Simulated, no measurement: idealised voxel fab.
Process module in this document: voxel wiring stack
We display cut, a cross-section 265 nm in width whose square cells are each 5 nm.
This document writes a cross-section as a grid whose cells are square, and gives it as bands, listed from the top down; one or more rows of cells form a band.
Look at the band entry: it leads with the top's height and the bottom's height in nm. Then it lists the materials left to right, with a width in nm for each. The word "everywhere" on a single material says that material fills the band edge to edge. The word "empty" is empty space.
Height 0 is the level under which the wafer as received is all one material. The lowest band goes on downwards, as in "0 down".
A width given as "30..40" starts at the first number in the band's top row and ends at the second number in its bottom row, shifting by an equal amount at every step from row to row.
"changes: none" means the step left every cell of the cross-section as it was.
You'll see "Cavities, closed" listing empty spaces that have no way open to the top, as long as they're 8 cells or more; the notation is width x height at distance, where the distance is from the left edge, and all of it is in nm.
Formally, on a step line, whatever follows the settings is a remark that the simulator itself makes on the step.
The line of a step may include "overlay nm". On a step with a mask, this value is how far to the right of its planned place the mask lay. A negative value means the mask lay to the left.
**Below is the list of planned process steps**
1 RECEIVE with material Si
2 CONFORMAL_DEP with material SiO2, thk nm 10
3 CONFORMAL_DEP with material SiCN, thk nm 5
4 DIRECTIONAL_DEP with material lowk, thk nm 20
5 DIRECTIONAL_DEP with material aC, thk nm 15
6 PATTERN with tone open, mask id METAL_1, material resist, width nm 20, pitch nm 45, thk nm 35, overlay nm 0
7 DIRECTIONAL_ETCH with etch materials aC, depth nm 15
8 STRIP with etch materials resist
9 DIRECTIONAL_ETCH with etch materials lowk, depth nm 20
10 DIRECTIONAL_ETCH with etch materials SiCN, depth nm 5
11 STRIP with etch materials aC
12 CONFORMAL_DEP with material TiN, thk nm 5
13 FILL_DEP with material Cu, thk nm 10
14 CMP with height nm 35
15 EPI with material Ru, thk nm 5
16 FILL_DEP with material SiCN, thk nm 5
17 DIRECTIONAL_DEP with material lowk, thk nm 10
18 MASKED_ETCH with tone open, mask id PLUG_1, width nm 15, pitch nm 45, etch materials lowk, depth nm 10, overlay nm 0
19 MASKED_ETCH with tone open, mask id PLUG_1, width nm 15, pitch nm 45, etch materials SiCN, depth nm 5, overlay nm 0
20 CONFORMAL_DEP with material TiN, thk nm 5
21 FILL_DEP with material Cu, thk nm 5
22 CMP with height nm 55
23 CONFORMAL_DEP with material SiCN, thk nm 5
24 DIRECTIONAL_DEP with material lowk, thk nm 25
25 MASKED_ETCH with tone open, mask id METAL_2, width nm 20, pitch nm 45, etch materials lowk, depth nm 25, overlay nm 0
26 MASKED_ETCH with tone open, mask id METAL_2, width nm 20, pitch nm 45, etch materials SiCN, depth nm 5, overlay nm 0
27 CONFORMAL_DEP with material TiN, thk nm 5
28 FILL_DEP with material Cu, thk nm 10
29 CMP with height nm 85
30 CONFORMAL_DEP with material SiCN, thk nm 5
31 DIRECTIONAL_DEP with material lowk, thk nm 10
32 PATTERN with tone open, mask id PLUG_2, material resist, width nm 15, pitch nm 45, thk nm 20, overlay nm 0
33 DIRECTIONAL_ETCH with etch materials lowk, depth nm 10
34 DIRECTIONAL_ETCH with etch materials SiCN, depth nm 5
35 STRIP with etch materials resist
36 CONFORMAL_DEP with material TiN, thk nm 5
37 FILL_DEP with material W, thk nm 10
38 CMP with height nm 100
39 DIRECTIONAL_DEP with material TiN, thk nm 5
40 DIRECTIONAL_DEP with material Ru, thk nm 20
41 MASKED_ETCH with tone cover, mask id METAL_3, width nm 20, pitch nm 45, etch materials Ru, depth nm 20, overlay nm -15
42 MASKED_ETCH with tone cover, mask id METAL_3, width nm 20, pitch nm 45, etch materials TiN, depth nm 5, overlay nm 0
43 CONFORMAL_DEP with material SiN, thk nm 5
44 FILL_DEP with material lowk, thk nm 5
45 CMP with height nm 125
46 CONFORMAL_DEP with material SiCN, thk nm 5
47 DIRECTIONAL_DEP with material lowk, thk nm 20
48 DIRECTIONAL_DEP with material aC, thk nm 15
49 PATTERN with tone open, mask id PLUG_3, material resist, width nm 15, thk nm 30, overlay nm 0
50 DIRECTIONAL_ETCH with etch materials aC, depth nm 15
51 STRIP with etch materials resist
52 DIRECTIONAL_ETCH with etch materials lowk, depth nm 20
53 DIRECTIONAL_ETCH with etch materials SiCN, depth nm 5
54 STRIP with etch materials aC
55 CONFORMAL_DEP with material TiN, thk nm 5
56 FILL_DEP with material W, thk nm 10
57 CMP with height nm 150
58 CONFORMAL_DEP with material SiN, thk nm 5
59 DIRECTIONAL_DEP with material lowk, thk nm 15
60 PATTERN with tone open, mask id METAL_4, material resist, width nm 20, pitch nm 45, thk nm 15, overlay nm 0
61 DIRECTIONAL_ETCH with etch materials lowk, depth nm 15
62 DIRECTIONAL_ETCH with etch materials SiN, depth nm 5
63 STRIP with etch materials resist
64 CONFORMAL_DEP with material TiN, thk nm 5
65 FILL_DEP with material Cu, thk nm 10
66 CMP with height nm 170
67 CONFORMAL_DEP with material SiCN, thk nm 5
Same starting wafers, different overlay nm at step 41. Plan value belongs to the first wafer.
**Cross-section: the first of several wafers in its as-received state, i.e. following step 1**
> 0 down = Si everywhere
> Cavities, closed: none
**For your reference, the table is organized with a row per wafer; each row reflects the wafer at the end of the module, indicating for each material the cells gained (+) or lost (-) since receipt, and thereafter its closed voids**
overlay nm -15, +52 Cu, +44 Ru, +328 SiCN, +106 SiN, +106 SiO2, +125 TiN, +8 W, +1086 lowk, Cavities, closed: none
overlay nm -10, +52 Cu, +44 Ru, +328 SiCN, +106 SiN, +106 SiO2, +123 TiN, +8 W, +1088 lowk, Cavities, closed: none
overlay nm -5, +52 Cu, +44 Ru, +328 SiCN, +106 SiN, +106 SiO2, +121 TiN, +8 W, +1090 lowk, Cavities, closed: none
overlay nm 0, +52 Cu, +44 Ru, +328 SiCN, +106 SiN, +106 SiO2, +119 TiN, +8 W, +1092 lowk, Cavities, closed: none
overlay nm 5, +52 Cu, +44 Ru, +328 SiCN, +106 SiN, +106 SiO2, +121 TiN, +8 W, +1090 lowk, Cavities, closed: none
overlay nm 10, +52 Cu, +44 Ru, +328 SiCN, +106 SiN, +106 SiO2, +123 TiN, +8 W, +1088 lowk, Cavities, closed: none
overlay nm 15, +52 Cu, +44 Ru, +328 SiCN, +106 SiN, +106 SiO2, +125 TiN, +8 W, +1086 lowk, Cavities, closed: none
